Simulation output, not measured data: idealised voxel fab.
Process module in this document: voxel quadruple lines
Cross-section cut spans 265 nm and uses square cells 5 nm in size.
Bands, listed from the top down, are how a cross-section gets written in this document; the cross-section itself is a grid of square cells, and a band is one or more rows of them.
Heads up on the band format: heights come first, top then bottom, in nm. After that it's the materials left to right, each with its width in nm. A single material flagged "everywhere" fills the whole band edge to edge, and "air" means there's empty space there.
The level at which height equals 0 is the one under which the wafer, as it arrives, is entirely one material. No lower edge exists for the bottom band, which continues downward and is notated as in "top 0, no bottom".
The expression "30->40" gives the width at the extremes of the band, the first number at its top row of cells and the second at its bottom row, with the width changing by equal amounts from each row to the next in between.
Take "nothing was modified" at face value: in the step it is given for, the cross-section changed in none of its cells.
Entry "Cavities, closed" = empty spaces >= 8 cells with no open way to the top; each as width x height at distance, distance from left edge, all nm.
Formally, on a step line, whatever follows the settings is a remark that the simulator itself makes on the step.
A step line may carry the setting "overlay nm", which, for steps involving a mask, states the distance by which the mask lay to the right of its intended position; negative values denote displacement to the left.

### Listed below are the process steps as planned
1) RECEIVE [material Si]
2) CONFORMAL_DEP [material Al2O3] [thk nm 5]
3) DIRECTIONAL_DEP [material W] [thk nm 10]
4) DIRECTIONAL_DEP [material polySi] [thk nm 15]
5) DIRECTIONAL_DEP [material aC] [thk nm 20]
6) PATTERN [tone cover] [mask id MANDREL] [material resist] [width nm 20] [pitch nm 60] [thk nm 25] [overlay nm 0]
7) DIRECTIONAL_ETCH [etch materials aC] [depth nm 20]
8) STRIP [etch materials resist]
9) CONFORMAL_DEP [material SiO2] [thk nm 10]
10) DIRECTIONAL_ETCH [etch materials SiO2] [depth nm 10]
11) STRIP [etch materials aC]
12) DIRECTIONAL_ETCH [etch materials polySi] [depth nm 15]
13) STRIP [etch materials SiO2]
14) CONFORMAL_DEP [material SiN] [thk nm 5]
15) DIRECTIONAL_ETCH [etch materials SiN] [depth nm 5]
16) STRIP [etch materials polySi]
17) DIRECTIONAL_ETCH [etch materials W] [depth nm 10]
18) STRIP [etch materials SiN]
19) FILL_DEP [material SiO2] [thk nm 10]
20) CMP [height nm 15]

### What follows covers the first of two wafers; it ran as planned

### Cross-sectional view of the wafer in its as-received condition, corresponding to the state after step 1
- top 0, no bottom  Si everywhere
- Cavities, closed: none

### How the wafer stands in section after step 2
- top 5, bottom 0  Al2O3 everywhere
- Everything below 0 is unchanged.

### How the wafer stands in section after step 3
- top 15, bottom 5  W everywhere
- Everything below 5 is unchanged.

### How the wafer stands in section after step 4
- top 30, bottom 15  polySi everywhere
- Everything below 15 is unchanged.

### How the wafer stands in section after step 5
- top 50, bottom 30  aC everywhere
- Everything below 30 is unchanged.

### How the wafer stands in section after step 6
- top 75, bottom 50  90 of air | 20 of resist | 40 of air | 20 of resist | 95 of air
- Everything below 50 is unchanged.

### How the wafer stands in section after step 7
- top 55, bottom 50  90 of air | 20 of resist | 40 of air | 20 of resist | 95 of air
- top 50, bottom 30  90 of air | 20 of aC | 40 of air | 20 of aC | 95 of air
- Everything below 30 is unchanged.

### How the wafer stands in section after step 8
- top 50, bottom 30  90 of air | 20 of aC | 40 of air | 20 of aC | 95 of air
- Everything below 30 is unchanged.

### How the wafer stands in section after step 9
- top 60, bottom 50  80 of air | 40 of SiO2 | 20 of air | 40 of SiO2 | 85 of air
- top 50, bottom 40  80 of air | 10 of SiO2 | 20 of aC | 10 of SiO2 | 20 of air | 10 of SiO2 | 20 of aC | 10 of SiO2 | 85 of air
- top 40, bottom 30  90 of SiO2 | 20 of aC | 40 of SiO2 | 20 of aC | 95 of SiO2
- Everything below 30 is unchanged.

### How the wafer stands in section after step 10
- top 50, bottom 30  80 of air | 10 of SiO2 | 20 of aC | 10 of SiO2 | 20 of air | 10 of SiO2 | 20 of aC | 10 of SiO2 | 85 of air
- Everything below 30 is unchanged.

### How the wafer stands in section after step 11
- top 50, bottom 30  80 of air | 10 of SiO2 | 20 of air | 10 of SiO2 | 20 of air | 10 of SiO2 | 20 of air | 10 of SiO2 | 85 of air
- Everything below 30 is unchanged.

### How the wafer stands in section after step 12
- top 50, bottom 30  80 of air | 10 of SiO2 | 20 of air | 10 of SiO2 | 20 of air | 10 of SiO2 | 20 of air | 10 of SiO2 | 85 of air
- top 30, bottom 15  80 of air | 10 of polySi | 20 of air | 10 of polySi | 20 of air | 10 of polySi | 20 of air | 10 of polySi | 85 of air
- Everything below 15 is unchanged.

### How the wafer stands in section after step 13
- top 30, bottom 15  80 of air | 10 of polySi | 20 of air | 10 of polySi | 20 of air | 10 of polySi | 20 of air | 10 of polySi | 85 of air
- Everything below 15 is unchanged.

### How the wafer stands in section after step 14
- top 35, bottom 30  75 of air | 20 of SiN | 10 of air | 20 of SiN | 10 of air | 20 of SiN | 10 of air | 20 of SiN | 80 of air
- top 30, bottom 20  75 of air | 5 of SiN | 10 of polySi | 5 of SiN | 10 of air | 5 of SiN | 10 of polySi | 5 of SiN | 10 of air | 5 of SiN | 10 of polySi | 5 of SiN | 10 of air | 5 of SiN | 10 of polySi | 5 of SiN | 80 of air
- top 20, bottom 15  80 of SiN | 10 of polySi | 20 of SiN | 10 of polySi | 20 of SiN | 10 of polySi | 20 of SiN | 10 of polySi | 85 of SiN
- Everything below 15 is unchanged.

### How the wafer stands in section after step 15
- top 30, bottom 15  75 of air | 5 of SiN | 10 of polySi | 5 of SiN | 10 of air | 5 of SiN | 10 of polySi | 5 of SiN | 10 of air | 5 of SiN | 10 of polySi | 5 of SiN | 10 of air | 5 of SiN | 10 of polySi | 5 of SiN | 80 of air
- Everything below 15 is unchanged.

### How the wafer stands in section after step 16
- top 30, bottom 15  75 of air | 5 of SiN | 10 of air | 5 of SiN | 10 of air | 5 of SiN | 10 of air | 5 of SiN | 10 of air | 5 of SiN | 10 of air | 5 of SiN | 10 of air | 5 of SiN | 10 of air | 5 of SiN | 80 of air
- Everything below 15 is unchanged.

### How the wafer stands in section after step 17
- top 30, bottom 15  75 of air | 5 of SiN | 10 of air | 5 of SiN | 10 of air | 5 of SiN | 10 of air | 5 of SiN | 10 of air | 5 of SiN | 10 of air | 5 of SiN | 10 of air | 5 of SiN | 10 of air | 5 of SiN | 80 of air
- top 15, bottom 5  75 of air | 5 of W | 10 of air | 5 of W | 10 of air | 5 of W | 10 of air | 5 of W | 10 of air | 5 of W | 10 of air | 5 of W | 10 of air | 5 of W | 10 of air | 5 of W | 80 of air
- Everything below 5 is unchanged.

### How the wafer stands in section after step 18
- top 15, bottom 5  75 of air | 5 of W | 10 of air | 5 of W | 10 of air | 5 of W | 10 of air | 5 of W | 10 of air | 5 of W | 10 of air | 5 of W | 10 of air | 5 of W | 10 of air | 5 of W | 80 of air
- Everything below 5 is unchanged.

### How the wafer stands in section after step 19
- top 25, bottom 15  SiO2 everywhere
- top 15, bottom 5  75 of SiO2 | 5 of W | 10 of SiO2 | 5 of W | 10 of SiO2 | 5 of W | 10 of SiO2 | 5 of W | 10 of SiO2 | 5 of W | 10 of SiO2 | 5 of W | 10 of SiO2 | 5 of W | 10 of SiO2 | 5 of W | 80 of SiO2
- Everything below 5 is unchanged.

### How the wafer stands in section after step 20
- top 15, bottom 5  75 of SiO2 | 5 of W | 10 of SiO2 | 5 of W | 10 of SiO2 | 5 of W | 10 of SiO2 | 5 of W | 10 of SiO2 | 5 of W | 10 of SiO2 | 5 of W | 10 of SiO2 | 5 of W | 10 of SiO2 | 5 of W | 80 of SiO2
- Everything below 5 is unchanged.

### The remaining wafer, second of the two, started like the first and was run to the same plan, except that one mistake was made along the way; the two coincide through step 2, inclusive

### Here is the second wafer in cross-section at the point where step 3 of the plan should have been done
- top 20, bottom 5  polySi everywhere
- Everything below 5 is unchanged.

### Here is the second wafer in cross-section at the point where step 4 of the plan should have been done
- top 30, bottom 20  W everywhere
- Everything below 20 is unchanged.

### Here is the second wafer in cross-section at the point where step 5 of the plan should have been done
- top 50, bottom 30  aC everywhere
- Everything below 30 is unchanged.

### Here is the second wafer in cross-section at the point where step 6 of the plan should have been done
- top 75, bottom 50  90 of air | 20 of resist | 40 of air | 20 of resist | 95 of air
- Everything below 50 is unchanged.

### Here is the second wafer in cross-section at the point where step 7 of the plan should have been done
- top 55, bottom 50  90 of air | 20 of resist | 40 of air | 20 of resist | 95 of air
- top 50, bottom 30  90 of air | 20 of aC | 40 of air | 20 of aC | 95 of air
- Everything below 30 is unchanged.

### Here is the second wafer in cross-section at the point where step 8 of the plan should have been done
- top 50, bottom 30  90 of air | 20 of aC | 40 of air | 20 of aC | 95 of air
- Everything below 30 is unchanged.

### Here is the second wafer in cross-section at the point where step 9 of the plan should have been done
- top 60, bottom 50  80 of air | 40 of SiO2 | 20 of air | 40 of SiO2 | 85 of air
- top 50, bottom 40  80 of air | 10 of SiO2 | 20 of aC | 10 of SiO2 | 20 of air | 10 of SiO2 | 20 of aC | 10 of SiO2 | 85 of air
- top 40, bottom 30  90 of SiO2 | 20 of aC | 40 of SiO2 | 20 of aC | 95 of SiO2
- Everything below 30 is unchanged.

### Here is the second wafer in cross-section at the point where step 10 of the plan should have been done
- top 50, bottom 30  80 of air | 10 of SiO2 | 20 of aC | 10 of SiO2 | 20 of air | 10 of SiO2 | 20 of aC | 10 of SiO2 | 85 of air
- Everything below 30 is unchanged.

### Here is the second wafer in cross-section at the point where step 11 of the plan should have been done
- top 50, bottom 30  80 of air | 10 of SiO2 | 20 of air | 10 of SiO2 | 20 of air | 10 of SiO2 | 20 of air | 10 of SiO2 | 85 of air
- Everything below 30 is unchanged.

Here is the second wafer in cross-section at the point where step 12 of the plan should have been done: nothing was modified

### Here is the second wafer in cross-section at the point where step 13 of the plan should have been done
- top 30, bottom 20  W everywhere
- Everything below 20 is unchanged.

### Here is the second wafer in cross-section at the point where step 14 of the plan should have been done
- top 35, bottom 30  SiN everywhere
- Everything below 30 is unchanged.

### Here is the second wafer in cross-section at the point where step 15 of the plan should have been done
- top 30, bottom 20  W everywhere
- Everything below 20 is unchanged.

Here is the second wafer in cross-section at the point where step 16 of the plan should have been done: nothing was modified

### Here is the second wafer in cross-section at the point where step 17 of the plan should have been done
- top 20, bottom 5  polySi everywhere
- Everything below 5 is unchanged.

Here is the second wafer in cross-section at the point where step 18 of the plan should have been done: nothing was modified

### Here is the second wafer in cross-section at the point where step 19 of the plan should have been done
- top 30, bottom 20  SiO2 everywhere
- Everything below 20 is unchanged.

### Here is the second wafer in cross-section at the point where step 20 of the plan should have been done
- top 15, bottom 5  polySi everywhere
- Everything below 5 is unchanged.
What was done differently from what was planned? note: step 3 <-> step 4, run order reversed vs plan
Count the cells at the end and the second wafer has more or fewer of some materials than the first: -90 SiO2 | -16 W | +106 polySi
